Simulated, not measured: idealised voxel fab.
Herein follows the process module entitled voxel transistor to metal.
cross-section cut | 200 nm wide | cells 5 nm
Square cells in a grid make up a cross-section in this document, and the grid is given as bands, listed from the top down, each one or more rows of cells. It is stipulated that each band's entry specify, in nanometres, the height of the top of the band and then that of its bottom, followed by the materials of the band in left-to-right sequence, each together with its width in nanometres. A single material marked by the word "everywhere" is understood to fill the band from edge to edge; the word "empty" is understood to denote empty space. The reference from which all heights are counted is 0, the level beneath which the as-received wafer is entirely one material; the lowest band, having no lower bound, proceeds downward and is written after the example "0 nm and below". The notation "30..40" denotes a width that varies across the rows of cells in the band, beginning at the first number in the top row, finishing at the second number in the bottom row, and changing by an identical amount from each row to the next. A step reported as "nothing changed" is a step in which no cell of the cross-section changed. "Cavities, sealed" contains a list of empty spaces, each no smaller than 8 cells and without an open way to the top, written in the form width x height at distance with the distance from the left edge and all three in nm. Step line, after settings: the simulator's comment on this step. You can add "overlay nm" to a step's line. For a step with a mask, it describes how far the mask lay to the right of its planned position, and a negative number describes a lay to the left.
-- Steps in the process plan
step 1: RECEIVE [material Si]
step 2: OXIDIZE [depth nm 5]
step 3: CONFORMAL_DEP [material SiN] [thk nm 15]
step 4: MASKED_ETCH [tone cover] [mask id ACTIVE] [width nm 105] [etch materials SiN] [depth nm 15] [overlay nm 0]
step 5: MASKED_ETCH [tone cover] [mask id ACTIVE] [width nm 105] [etch materials SiO2] [depth nm 5] [overlay nm 0]
step 6: MASKED_ETCH [tone cover] [mask id ACTIVE] [width nm 105] [etch materials Si] [depth nm 25] [overlay nm 0]
step 7: FILL_DEP [material SiO2] [thk nm 5]
step 8: CMP [height nm 15]
step 9: SELECTIVE_ETCH [etch materials SiO2] [depth nm 15]
step 10: STRIP [etch materials SiN]
step 11: SELECTIVE_ETCH [etch materials SiO2] [depth nm 5]
step 12: OXIDIZE [depth nm 5]
step 13: DIRECTIONAL_DEP [material polySi] [thk nm 20]
step 14: DIRECTIONAL_DEP [material SiCN] [thk nm 15]
step 15: PATTERN [tone cover] [mask id GATE] [material resist] [width nm 25] [thk nm 15] [overlay nm 0]
step 16: DIRECTIONAL_ETCH [etch materials SiCN] [depth nm 25]
step 17: DIRECTIONAL_ETCH [etch materials polySi] [depth nm 30]
step 18: STRIP [etch materials resist]
step 19: CONFORMAL_DEP [material SiN] [thk nm 10]
step 20: DIRECTIONAL_ETCH [etch materials SiN] [depth nm 10]
step 21: DIRECTIONAL_ETCH [etch materials SiO2] [depth nm 5]
step 22: DIRECTIONAL_ETCH [etch materials Si] [depth nm 5]
step 23: EPI [material pSi] [thk nm 5]
step 24: FILL_DEP [material SiO2] [thk nm 5]
step 25: CMP [height nm 15]
step 26: STRIP [etch materials polySi]
step 27: SELECTIVE_ETCH [etch materials SiO2] [depth nm 5]
step 28: CONFORMAL_DEP [material HfO2] [thk nm 5]
step 29: CONFORMAL_DEP [material TiN] [thk nm 5]
step 30: FILL_DEP [material W] [thk nm 10]
step 31: CMP [height nm 10]
step 32: DIRECTIONAL_DEP [material SiO2] [thk nm 15]
step 33: MASKED_ETCH [tone open] [mask id CONTACT] [width nm 15] [pitch nm 80] [etch materials SiO2] [depth nm 35] [overlay nm 0]
step 34: CONFORMAL_DEP [material TiN] [thk nm 5]
step 35: FILL_DEP [material W] [thk nm 10]
step 36: CMP [height nm 25]
step 37: CONFORMAL_DEP [material SiN] [thk nm 5]
step 38: DIRECTIONAL_DEP [material lowk] [thk nm 25]
step 39: DIRECTIONAL_DEP [material aC] [thk nm 10]
step 40: PATTERN [tone open] [mask id METAL_1] [material resist] [width nm 15] [pitch nm 80] [thk nm 30] [overlay nm 0]
step 41: DIRECTIONAL_ETCH [etch materials aC] [depth nm 10]
step 42: STRIP [etch materials resist]
step 43: DIRECTIONAL_ETCH [etch materials lowk] [depth nm 25]
step 44: DIRECTIONAL_ETCH [etch materials SiN] [depth nm 5]
step 45: STRIP [etch materials aC]
step 46: CONFORMAL_DEP [material TiN] [thk nm 5]
step 47: FILL_DEP [material Ru] [thk nm 5]
step 48: CMP [height nm 55]
step 49: CONFORMAL_DEP [material SiN] [thk nm 5]
-- Wafer, first of two, run as planned
-- Here's what the wafer looked like in cross-section when it arrived - that's after step 1
    0 nm and below | Si everywhere
    Cavities, sealed: none
-- After step 2, in cross-section
    0 nm to -5 nm | SiO2 everywhere
    Heights below -5 show no change.
-- After step 3, in cross-section
    15 nm to 0 nm | SiN everywhere
    Heights below 0 show no change.
-- After step 4, in cross-section
    15 nm to 0 nm | empty 45 nm | SiN 105 nm | empty 50 nm
    Heights below 0 show no change.
-- After step 5, in cross-section
    15 nm to 0 nm | empty 45 nm | SiN 105 nm | empty 50 nm
    0 nm to -5 nm | empty 45 nm | SiO2 105 nm | empty 50 nm
    Heights below -5 show no change.
-- After step 6, in cross-section
    15 nm to 0 nm | empty 45 nm | SiN 105 nm | empty 50 nm
    0 nm to -5 nm | empty 45 nm | SiO2 105 nm | empty 50 nm
    -5 nm to -30 nm | empty 45 nm | Si 105 nm | empty 50 nm
    Heights below -30 show no change.
-- After step 7, in cross-section
    20 nm to 15 nm | SiO2 everywhere
    15 nm to 0 nm | SiO2 45 nm | SiN 105 nm | SiO2 50 nm
    0 nm to -5 nm | SiO2 everywhere
    -5 nm to -30 nm | SiO2 45 nm | Si 105 nm | SiO2 50 nm
    Heights below -30 show no change.
-- After step 8, in cross-section
    15 nm to 0 nm | SiO2 45 nm | SiN 105 nm | SiO2 50 nm
    Heights below 0 show no change.
-- After step 9, in cross-section
    15 nm to 0 nm | empty 45 nm | SiN 105 nm | empty 50 nm
    Heights below 0 show no change.
-- After step 10, in cross-section
    0 nm to -5 nm | SiO2 everywhere
    Heights below -5 show no change.
-- After step 11, in cross-section
    -5 nm to -30 nm | SiO2 45 nm | Si 105 nm | SiO2 50 nm
    Heights below -30 show no change.
-- After step 12, in cross-section
    -5 nm to -10 nm | SiO2 everywhere
    Heights below -10 show no change.
-- After step 13, in cross-section
    15 nm to -5 nm | polySi everywhere
    Heights below -5 show no change.
-- After step 14, in cross-section
    30 nm to 15 nm | SiCN everywhere
    Heights below 15 show no change.
-- After step 15, in cross-section
    45 nm to 30 nm | empty 85 nm | resist 25 nm | empty 90 nm
    Heights below 30 show no change.
-- After step 16, in cross-section
    45 nm to 30 nm | empty 85 nm | resist 25 nm | empty 90 nm
    30 nm to 15 nm | empty 85 nm | SiCN 25 nm | empty 90 nm
    Heights below 15 show no change.
-- After step 17, in cross-section
    45 nm to 30 nm | empty 85 nm | resist 25 nm | empty 90 nm
    30 nm to 15 nm | empty 85 nm | SiCN 25 nm | empty 90 nm
    15 nm to -5 nm | empty 85 nm | polySi 25 nm | empty 90 nm
    Heights below -5 show no change.
-- After step 18, in cross-section
    30 nm to 15 nm | empty 85 nm | SiCN 25 nm | empty 90 nm
    Heights below 15 show no change.
-- After step 19, in cross-section
    40 nm to 30 nm | empty 75 nm | SiN 45 nm | empty 80 nm
    30 nm to 15 nm | empty 75 nm | SiN 10 nm | SiCN 25 nm | SiN 10 nm | empty 80 nm
    15 nm to 5 nm | empty 75 nm | SiN 10 nm | polySi 25 nm | SiN 10 nm | empty 80 nm
    5 nm to -5 nm | SiN 85 nm | polySi 25 nm | SiN 90 nm
    Heights below -5 show no change.
-- After step 20, in cross-section
    30 nm to 15 nm | empty 75 nm | SiN 10 nm | SiCN 25 nm | SiN 10 nm | empty 80 nm
    15 nm to -5 nm | empty 75 nm | SiN 10 nm | polySi 25 nm | SiN 10 nm | empty 80 nm
    Heights below -5 show no change.
-- After step 21, in cross-section
    30 nm to 15 nm | empty 75 nm | SiN 10 nm | SiCN 25 nm | SiN 10 nm | empty 80 nm
    15 nm to -5 nm | empty 75 nm | SiN 10 nm | polySi 25 nm | SiN 10 nm | empty 80 nm
    -5 nm to -10 nm | empty 75 nm | SiO2 45 nm | empty 80 nm
    Heights below -10 show no change.
-- After step 22, in cross-section
    30 nm to 15 nm | empty 75 nm | SiN 10 nm | SiCN 25 nm | SiN 10 nm | empty 80 nm
    15 nm to -5 nm | empty 75 nm | SiN 10 nm | polySi 25 nm | SiN 10 nm | empty 80 nm
    -5 nm to -10 nm | empty 75 nm | SiO2 45 nm | empty 80 nm
    -10 nm to -15 nm | SiO2 45 nm | empty 30 nm | Si 45 nm | empty 30 nm | SiO2 50 nm
    Heights below -15 show no change.
-- After step 23, in cross-section
    30 nm to 15 nm | empty 75 nm | SiN 10 nm | SiCN 25 nm | SiN 10 nm | empty 80 nm
    15 nm to -5 nm | empty 75 nm | SiN 10 nm | polySi 25 nm | SiN 10 nm | empty 80 nm
    -5 nm to -10 nm | empty 70 nm | pSi 5 nm | SiO2 45 nm | pSi 5 nm | empty 75 nm
    -10 nm to -15 nm | SiO2 45 nm | pSi 30 nm | Si 45 nm | pSi 30 nm | SiO2 50 nm
    Heights below -15 show no change.
-- After step 24, in cross-section
    35 nm to 30 nm | SiO2 everywhere
    30 nm to 15 nm | SiO2 75 nm | SiN 10 nm | SiCN 25 nm | SiN 10 nm | SiO2 80 nm
    15 nm to -5 nm | SiO2 75 nm | SiN 10 nm | polySi 25 nm | SiN 10 nm | SiO2 80 nm
    -5 nm to -10 nm | SiO2 70 nm | pSi 5 nm | SiO2 45 nm | pSi 5 nm | SiO2 75 nm
    Heights below -10 show no change.
-- After step 25, in cross-section
    15 nm to -5 nm | SiO2 75 nm | SiN 10 nm | polySi 25 nm | SiN 10 nm | SiO2 80 nm
    Heights below -5 show no change.
-- After step 26, in cross-section
    15 nm to -5 nm | SiO2 75 nm | SiN 10 nm | empty 25 nm | SiN 10 nm | SiO2 80 nm
    Heights below -5 show no change.
-- After step 27, in cross-section
    15 nm to 10 nm | empty 75 nm | SiN 10 nm | empty 25 nm | SiN 10 nm | empty 80 nm
    10 nm to -5 nm | SiO2 75 nm | SiN 10 nm | empty 25 nm | SiN 10 nm | SiO2 80 nm
    -5 nm to -10 nm | SiO2 70 nm | pSi 5 nm | SiO2 5 nm | empty 35 nm | SiO2 5 nm | pSi 5 nm | SiO2 75 nm
    Heights below -10 show no change.
-- After step 28, in cross-section
    20 nm to 15 nm | empty 70 nm | HfO2 20 nm | empty 15 nm | HfO2 20 nm | empty 75 nm
    15 nm to 10 nm | HfO2 75 nm | SiN 10 nm | HfO2 5 nm | empty 15 nm | HfO2 5 nm | SiN 10 nm | HfO2 80 nm
    10 nm to -5 nm | SiO2 75 nm | SiN 10 nm | HfO2 5 nm | empty 15 nm | HfO2 5 nm | SiN 10 nm | SiO2 80 nm
    -5 nm to -10 nm | SiO2 70 nm | pSi 5 nm | SiO2 5 nm | HfO2 35 nm | SiO2 5 nm | pSi 5 nm | SiO2 75 nm
    Heights below -10 show no change.
-- After step 29, in cross-section
    25 nm to 20 nm | empty 65 nm | TiN 30 nm | empty 5 nm | TiN 30 nm | empty 70 nm
    20 nm to 15 nm | TiN 70 nm | HfO2 20 nm | TiN 5 nm | empty 5 nm | TiN 5 nm | HfO2 20 nm | TiN 75 nm
    15 nm to 10 nm | HfO2 75 nm | SiN 10 nm | HfO2 5 nm | TiN 5 nm | empty 5 nm | TiN 5 nm | HfO2 5 nm | SiN 10 nm | HfO2 80 nm
    10 nm to 0 nm | SiO2 75 nm | SiN 10 nm | HfO2 5 nm | TiN 5 nm | empty 5 nm | TiN 5 nm | HfO2 5 nm | SiN 10 nm | SiO2 80 nm
    0 nm to -5 nm | SiO2 75 nm | SiN 10 nm | HfO2 5 nm | TiN 15 nm | HfO2 5 nm | SiN 10 nm | SiO2 80 nm
    Heights below -5 show no change.
-- After step 30, in cross-section
    35 nm to 25 nm | W everywhere
    25 nm to 20 nm | W 65 nm | TiN 30 nm | W 5 nm | TiN 30 nm | W 70 nm
    20 nm to 15 nm | TiN 70 nm | HfO2 20 nm | TiN 5 nm | W 5 nm | TiN 5 nm | HfO2 20 nm | TiN 75 nm
    15 nm to 10 nm | HfO2 75 nm | SiN 10 nm | HfO2 5 nm | TiN 5 nm | W 5 nm | TiN 5 nm | HfO2 5 nm | SiN 10 nm | HfO2 80 nm
    10 nm to 0 nm | SiO2 75 nm | SiN 10 nm | HfO2 5 nm | TiN 5 nm | W 5 nm | TiN 5 nm | HfO2 5 nm | SiN 10 nm | SiO2 80 nm
    Heights below 0 show no change.
-- After step 31, in cross-section
    10 nm to 0 nm | SiO2 75 nm | SiN 10 nm | HfO2 5 nm | TiN 5 nm | W 5 nm | TiN 5 nm | HfO2 5 nm | SiN 10 nm | SiO2 80 nm
    Heights below 0 show no change.
-- After step 32, in cross-section
    25 nm to 10 nm | SiO2 everywhere
    Heights below 10 show no change.
-- After step 33, in cross-section
    25 nm to 10 nm | SiO2 50 nm | empty 15 nm | SiO2 65 nm | empty 15 nm | SiO2 55 nm
    10 nm to 0 nm | SiO2 50 nm | empty 15 nm | SiO2 10 nm | SiN 10 nm | HfO2 5 nm | TiN 5 nm | W 5 nm | TiN 5 nm | HfO2 5 nm | SiN 10 nm | SiO2 10 nm | empty 15 nm | SiO2 55 nm
    0 nm to -5 nm | SiO2 50 nm | empty 15 nm | SiO2 10 nm | SiN 10 nm | HfO2 5 nm | TiN 15 nm | HfO2 5 nm | SiN 10 nm | SiO2 10 nm | empty 15 nm | SiO2 55 nm
    -5 nm to -10 nm | SiO2 50 nm | empty 15 nm | SiO2 5 nm | pSi 5 nm | SiO2 5 nm | HfO2 35 nm | SiO2 5 nm | pSi 5 nm | SiO2 5 nm | empty 15 nm | SiO2 55 nm
    Heights below -10 show no change.
-- After step 34, in cross-section
    30 nm to 25 nm | TiN 55 nm | empty 5 nm | TiN 75 nm | empty 5 nm | TiN 60 nm
    25 nm to 10 nm | SiO2 50 nm | TiN 5 nm | empty 5 nm | TiN 5 nm | SiO2 65 nm | TiN 5 nm | empty 5 nm | TiN 5 nm | SiO2 55 nm
    10 nm to 0 nm | SiO2 50 nm | TiN 5 nm | empty 5 nm | TiN 5 nm | SiO2 10 nm | SiN 10 nm | HfO2 5 nm | TiN 5 nm | W 5 nm | TiN 5 nm | HfO2 5 nm | SiN 10 nm | SiO2 10 nm | TiN 5 nm | empty 5 nm | TiN 5 nm | SiO2 55 nm
    0 nm to -5 nm | SiO2 50 nm | TiN 5 nm | empty 5 nm | TiN 5 nm | SiO2 10 nm | SiN 10 nm | HfO2 5 nm | TiN 15 nm | HfO2 5 nm | SiN 10 nm | SiO2 10 nm | TiN 5 nm | empty 5 nm | TiN 5 nm | SiO2 55 nm
    -5 nm to -10 nm | SiO2 50 nm | TiN 15 nm | SiO2 5 nm | pSi 5 nm | SiO2 5 nm | HfO2 35 nm | SiO2 5 nm | pSi 5 nm | SiO2 5 nm | TiN 15 nm | SiO2 55 nm
    Heights below -10 show no change.
-- After step 35, in cross-section
    40 nm to 30 nm | W everywhere
    30 nm to 25 nm | TiN 55 nm | W 5 nm | TiN 75 nm | W 5 nm | TiN 60 nm
    25 nm to 10 nm | SiO2 50 nm | TiN 5 nm | W 5 nm | TiN 5 nm | SiO2 65 nm | TiN 5 nm | W 5 nm | TiN 5 nm | SiO2 55 nm
    10 nm to 0 nm | SiO2 50 nm | TiN 5 nm | W 5 nm | TiN 5 nm | SiO2 10 nm | SiN 10 nm | HfO2 5 nm | TiN 5 nm | W 5 nm | TiN 5 nm | HfO2 5 nm | SiN 10 nm | SiO2 10 nm | TiN 5 nm | W 5 nm | TiN 5 nm | SiO2 55 nm
    0 nm to -5 nm | SiO2 50 nm | TiN 5 nm | W 5 nm | TiN 5 nm | SiO2 10 nm | SiN 10 nm | HfO2 5 nm | TiN 15 nm | HfO2 5 nm | SiN 10 nm | SiO2 10 nm | TiN 5 nm | W 5 nm | TiN 5 nm | SiO2 55 nm
    Heights below -5 show no change.
-- After step 36, in cross-section
    25 nm to 10 nm | SiO2 50 nm | TiN 5 nm | W 5 nm | TiN 5 nm | SiO2 65 nm | TiN 5 nm | W 5 nm | TiN 5 nm | SiO2 55 nm
    Heights below 10 show no change.
-- After step 37, in cross-section
    30 nm to 25 nm | SiN everywhere
    Heights below 25 show no change.
-- After step 38, in cross-section
    55 nm to 30 nm | lowk everywhere
    Heights below 30 show no change.
-- After step 39, in cross-section
    65 nm to 55 nm | aC everywhere
    Heights below 55 show no change.
-- After step 40, in cross-section
    95 nm to 65 nm | resist 50 nm | empty 15 nm | resist 65 nm | empty 15 nm | resist 55 nm
    Heights below 65 show no change.
-- After step 41, in cross-section
    85 nm to 65 nm | resist 50 nm | empty 15 nm | resist 65 nm | empty 15 nm | resist 55 nm
    65 nm to 55 nm | aC 50 nm | empty 15 nm | aC 65 nm | empty 15 nm | aC 55 nm
    Heights below 55 show no change.
-- After step 42, in cross-section
    65 nm to 55 nm | aC 50 nm | empty 15 nm | aC 65 nm | empty 15 nm | aC 55 nm
    Heights below 55 show no change.
-- After step 43, in cross-section
    65 nm to 55 nm | aC 50 nm | empty 15 nm | aC 65 nm | empty 15 nm | aC 55 nm
    55 nm to 30 nm | lowk 50 nm | empty 15 nm | lowk 65 nm | empty 15 nm | lowk 55 nm
    Heights below 30 show no change.
-- After step 44, in cross-section
    65 nm to 55 nm | aC 50 nm | empty 15 nm | aC 65 nm | empty 15 nm | aC 55 nm
    55 nm to 30 nm | lowk 50 nm | empty 15 nm | lowk 65 nm | empty 15 nm | lowk 55 nm
    30 nm to 25 nm | SiN 50 nm | empty 15 nm | SiN 65 nm | empty 15 nm | SiN 55 nm
    Heights below 25 show no change.
-- After step 45, in cross-section
    55 nm to 30 nm | lowk 50 nm | empty 15 nm | lowk 65 nm | empty 15 nm | lowk 55 nm
    Heights below 30 show no change.
-- After step 46, in cross-section
    60 nm to 55 nm | TiN 55 nm | empty 5 nm | TiN 75 nm | empty 5 nm | TiN 60 nm
    55 nm to 30 nm | lowk 50 nm | TiN 5 nm | empty 5 nm | TiN 5 nm | lowk 65 nm | TiN 5 nm | empty 5 nm | TiN 5 nm | lowk 55 nm
    30 nm to 25 nm | SiN 50 nm | TiN 15 nm | SiN 65 nm | TiN 15 nm | SiN 55 nm
    Heights below 25 show no change.
-- After step 47, in cross-section
    65 nm to 60 nm | Ru everywhere
    60 nm to 55 nm | TiN 55 nm | Ru 5 nm | TiN 75 nm | Ru 5 nm | TiN 60 nm
    55 nm to 30 nm | lowk 50 nm | TiN 5 nm | Ru 5 nm | TiN 5 nm | lowk 65 nm | TiN 5 nm | Ru 5 nm | TiN 5 nm | lowk 55 nm
    Heights below 30 show no change.
-- After step 48, in cross-section
    55 nm to 30 nm | lowk 50 nm | TiN 5 nm | Ru 5 nm | TiN 5 nm | lowk 65 nm | TiN 5 nm | Ru 5 nm | TiN 5 nm | lowk 55 nm
    Heights below 30 show no change.
-- After step 49, in cross-section
    60 nm to 55 nm | SiN everywhere
    Heights below 55 show no change.
-- Second wafer. Start and plan as for the first. One mistake made in running. Agrees with the first up to and including step 30
-- At the planned end of step 31, the second wafer in cross-section
    20 nm to 15 nm | TiN 70 nm | HfO2 20 nm | TiN 5 nm | W 5 nm | TiN 5 nm | HfO2 20 nm | TiN 75 nm
    Heights below 15 show no change.
-- At the planned end of step 32, the second wafer in cross-section
    35 nm to 20 nm | SiO2 everywhere
    Heights below 20 show no change.
-- At the planned end of step 33, the second wafer in cross-section
    35 nm to 20 nm | SiO2 50 nm | empty 15 nm | SiO2 65 nm | empty 15 nm | SiO2 55 nm
    Heights below 20 show no change.
-- At the planned end of step 34, the second wafer in cross-section
    40 nm to 35 nm | TiN 55 nm | empty 5 nm | TiN 75 nm | empty 5 nm | TiN 60 nm
    35 nm to 25 nm | SiO2 50 nm | TiN 5 nm | empty 5 nm | TiN 5 nm | SiO2 65 nm | TiN 5 nm | empty 5 nm | TiN 5 nm | SiO2 55 nm
    25 nm to 20 nm | SiO2 50 nm | TiN 15 nm | SiO2 65 nm | TiN 15 nm | SiO2 55 nm
    Heights below 20 show no change.
-- At the planned end of step 35, the second wafer in cross-section
    50 nm to 40 nm | W everywhere
    40 nm to 35 nm | TiN 55 nm | W 5 nm | TiN 75 nm | W 5 nm | TiN 60 nm
    35 nm to 25 nm | SiO2 50 nm | TiN 5 nm | W 5 nm | TiN 5 nm | SiO2 65 nm | TiN 5 nm | W 5 nm | TiN 5 nm | SiO2 55 nm
    Heights below 25 show no change.
-- At the planned end of step 36, the second wafer in cross-section
    25 nm to 20 nm | SiO2 50 nm | TiN 15 nm | SiO2 65 nm | TiN 15 nm | SiO2 55 nm
    Heights below 20 show no change.
-- At the planned end of step 37, the second wafer in cross-section
    30 nm to 25 nm | SiN everywhere
    Heights below 25 show no change.
-- At the planned end of step 38, the second wafer in cross-section
    55 nm to 30 nm | lowk everywhere
    Heights below 30 show no change.
-- At the planned end of step 39, the second wafer in cross-section
    65 nm to 55 nm | aC everywhere
    Heights below 55 show no change.
-- At the planned end of step 40, the second wafer in cross-section
    95 nm to 65 nm | resist 50 nm | empty 15 nm | resist 65 nm | empty 15 nm | resist 55 nm
    Heights below 65 show no change.
-- At the planned end of step 41, the second wafer in cross-section
    85 nm to 65 nm | resist 50 nm | empty 15 nm | resist 65 nm | empty 15 nm | resist 55 nm
    65 nm to 55 nm | aC 50 nm | empty 15 nm | aC 65 nm | empty 15 nm | aC 55 nm
    Heights below 55 show no change.
-- At the planned end of step 42, the second wafer in cross-section
    65 nm to 55 nm | aC 50 nm | empty 15 nm | aC 65 nm | empty 15 nm | aC 55 nm
    Heights below 55 show no change.
-- At the planned end of step 43, the second wafer in cross-section
    65 nm to 55 nm | aC 50 nm | empty 15 nm | aC 65 nm | empty 15 nm | aC 55 nm
    55 nm to 30 nm | lowk 50 nm | empty 15 nm | lowk 65 nm | empty 15 nm | lowk 55 nm
    Heights below 30 show no change.
-- At the planned end of step 44, the second wafer in cross-section
    65 nm to 55 nm | aC 50 nm | empty 15 nm | aC 65 nm | empty 15 nm | aC 55 nm
    55 nm to 30 nm | lowk 50 nm | empty 15 nm | lowk 65 nm | empty 15 nm | lowk 55 nm
    30 nm to 25 nm | SiN 50 nm | empty 15 nm | SiN 65 nm | empty 15 nm | SiN 55 nm
    Heights below 25 show no change.
-- At the planned end of step 45, the second wafer in cross-section
    55 nm to 30 nm | lowk 50 nm | empty 15 nm | lowk 65 nm | empty 15 nm | lowk 55 nm
    Heights below 30 show no change.
-- At the planned end of step 46, the second wafer in cross-section
    60 nm to 55 nm | TiN 55 nm | empty 5 nm | TiN 75 nm | empty 5 nm | TiN 60 nm
    55 nm to 30 nm | lowk 50 nm | TiN 5 nm | empty 5 nm | TiN 5 nm | lowk 65 nm | TiN 5 nm | empty 5 nm | TiN 5 nm | lowk 55 nm
    30 nm to 25 nm | SiN 50 nm | TiN 15 nm | SiN 65 nm | TiN 15 nm | SiN 55 nm
    Heights below 25 show no change.
-- At the planned end of step 47, the second wafer in cross-section
    65 nm to 60 nm | Ru everywhere
    60 nm to 55 nm | TiN 55 nm | Ru 5 nm | TiN 75 nm | Ru 5 nm | TiN 60 nm
    55 nm to 30 nm | lowk 50 nm | TiN 5 nm | Ru 5 nm | TiN 5 nm | lowk 65 nm | TiN 5 nm | Ru 5 nm | TiN 5 nm | lowk 55 nm
    Heights below 30 show no change.
-- At the planned end of step 48, the second wafer in cross-section
    55 nm to 30 nm | lowk 50 nm | TiN 5 nm | Ru 5 nm | TiN 5 nm | lowk 65 nm | TiN 5 nm | Ru 5 nm | TiN 5 nm | lowk 55 nm
    Heights below 30 show no change.
-- At the planned end of step 49, the second wafer in cross-section
    60 nm to 55 nm | SiN everywhere
    Heights below 55 show no change.
Processing error: note that step 31 departed from the planned setting and was carried out as CMP [height nm 20]
At the finish, the second wafer shows more or fewer cells for some materials than the first does: HfO2 +41, SiN +4, SiO2 -44, TiN +9, W -10
